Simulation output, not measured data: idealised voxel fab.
You're looking at the process module voxel air gaps.
FYI the section here is cut, 290 nm wide, cells are 5 nm squares.
Just so we're on the same page, the cross-sections are grids of square cells, and they're listed out in bands top to bottom, each band one or more rows deep. Top height, bottom height, nm. Materials left to right, width each, nm. Single material + "everywhere" = fills band edge to edge. "air" = empty. A quick word on heights: they are counted from 0, and under that level the wafer as it came to us is one material throughout. The lowest band is different from the rest in having no bottom; it simply continues downward, written as in "0 nm and below". A width given as "30->40" starts at the first number in the band's top row and ends at the second number in its bottom row, shifting by an equal amount at every step from row to row. What does "left unchanged" mean for a step? It means no cell of the cross-section changed in that step. Enclosed voids (no open way to top), threshold 8 cells or more, entry "Sealed void listing", notation width x height at distance, distance from left edge, nm. Formally, on a step line, whatever follows the settings is a remark that the simulator itself makes on the step. Each step line may optionally specify "overlay nm", which for a step with a mask gives the rightward distance between the mask's planned place and where it lay, a negative value indicating the leftward direction.

[Listed below are the process steps as planned]
1) RECEIVE,material Si
2) CONFORMAL_DEP,material SiO2,thk nm 15
3) CONFORMAL_DEP,material SiN,thk nm 5
4) DIRECTIONAL_DEP,material SiO2,thk nm 30
5) DIRECTIONAL_DEP,material aC,thk nm 10
6) PATTERN,tone open,mask id LINES,material resist,width nm 15,pitch nm 45,thk nm 30,overlay nm 0
7) DIRECTIONAL_ETCH,etch materials aC,depth nm 10
8) STRIP,etch materials resist
9) DIRECTIONAL_ETCH,etch materials SiO2,depth nm 30
10) STRIP,etch materials aC
11) CONFORMAL_DEP,material TiN,thk nm 5
12) FILL_DEP,material Ru,thk nm 10
13) CMP,height nm 50
14) EPI,material Ru,thk nm 10
15) SELECTIVE_ETCH,etch materials SiO2,depth nm 40
16) CONFORMAL_DEP,material SiN,thk nm 5

[Cross-section, incoming material, after step 1]
0 nm and below: Si everywhere
Sealed void listing: none

[a wafer at the end: this start, this plan, one mistake]
65 nm to 60 nm: air 55; SiN 180; air 55
60 nm to 50 nm: air 55; SiN 5; Ru 35; SiN 10; Ru 35; SiN 10; Ru 35; SiN 10; Ru 35; SiN 5; air 55
50 nm to 25 nm: air 55; SiN 5; Ru 10; TiN 5; Ru 5; TiN 5; Ru 10; SiN 10; Ru 10; TiN 5; Ru 5; TiN 5; Ru 10; SiN 10; Ru 10; TiN 5; Ru 5; TiN 5; Ru 10; SiN 10; Ru 10; TiN 5; Ru 5; TiN 5; Ru 10; SiN 5; air 55
25 nm to 20 nm: SiN 60; Ru 10; TiN 15; Ru 10; SiN 10; Ru 10; TiN 15; Ru 10; SiN 10; Ru 10; TiN 15; Ru 10; SiN 10; Ru 10; TiN 15; Ru 10; SiN 60
20 nm to 15 nm: SiN everywhere
15 nm to 0 nm: SiO2 everywhere
0 nm and below: Si everywhere
Sealed void listing: none
It is concluded that the wafer was processed incorrectly with respect to the plan, in that a sequencing error occurred in which plan steps 14 and 15 were transposed
